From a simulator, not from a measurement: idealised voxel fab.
process module | voxel spacer lines
cross-section cut | 235 nm wide | cells 5 nm
A cross-section is a grid of square cells, given in bands from the top down. A band is one or more rows of cells.
Each band's line starts with the height of the band's top and of its bottom, in nm. Then come its materials from left to right, each with its width in nm. One material with "throughout" fills the band from edge to edge. "air" is empty space.
Height 0 is the level under which the wafer as received is all one material. The lowest band goes on downwards, as in "0 down".
A width such as "30 to 40" changes by the same amount from each row of cells to the next, from the band's top row to its bottom row.
"no change" after a step means that no cell of the cross-section changed.
closed voids: empty space of 8 cells or more with no open way to the top, each as width x height at its distance from the left edge, in nm
after a step's settings: what the simulator itself notes on the step
overlay nm, on a step with a mask: how far to the right of its planned place the mask lay; to the left if negative
plan
1 op RECEIVE | material Si
2 op CONFORMAL_DEP | material SiO2 | thk nm 5
3 op DIRECTIONAL_DEP | material TiN | thk nm 20
4 op DIRECTIONAL_DEP | material aC | thk nm 20
5 op PATTERN | tone cover | mask id MANDREL | material resist | width nm 15 | pitch nm 60 | thk nm 25 | overlay nm 0
6 op DIRECTIONAL_ETCH | etch materials aC | depth nm 20
7 op STRIP | etch materials resist
8 op CONFORMAL_DEP | material SiN | thk nm 15
9 op DIRECTIONAL_ETCH | etch materials SiN | depth nm 15
10 op STRIP | etch materials aC
11 op DIRECTIONAL_ETCH | etch materials TiN | depth nm 20
12 op STRIP | etch materials SiN
13 op FILL_DEP | material SiO2 | thk nm 5
14 op CMP | height nm 25
as received, after step 1
  0 down: Si throughout
  closed voids: none
first wafer at the end, as planned
  25 to 5: SiO2 65 | TiN 15 | SiO2 15 | TiN 15 | SiO2 15 | TiN 15 | SiO2 15 | TiN 15 | SiO2 65
  5 to 0: SiO2 throughout
  0 down: Si throughout
  closed voids: none
second wafer at the end: like start, like plan, one mistake
  25 to 20: SiO2 throughout
  20 to 0: TiN throughout
  0 down: Si throughout
  closed voids: none
what went wrong: steps 2 and 3 were swapped
at the end the second wafer has, in cells: 140 fewer of SiO2 | 140 more of TiN
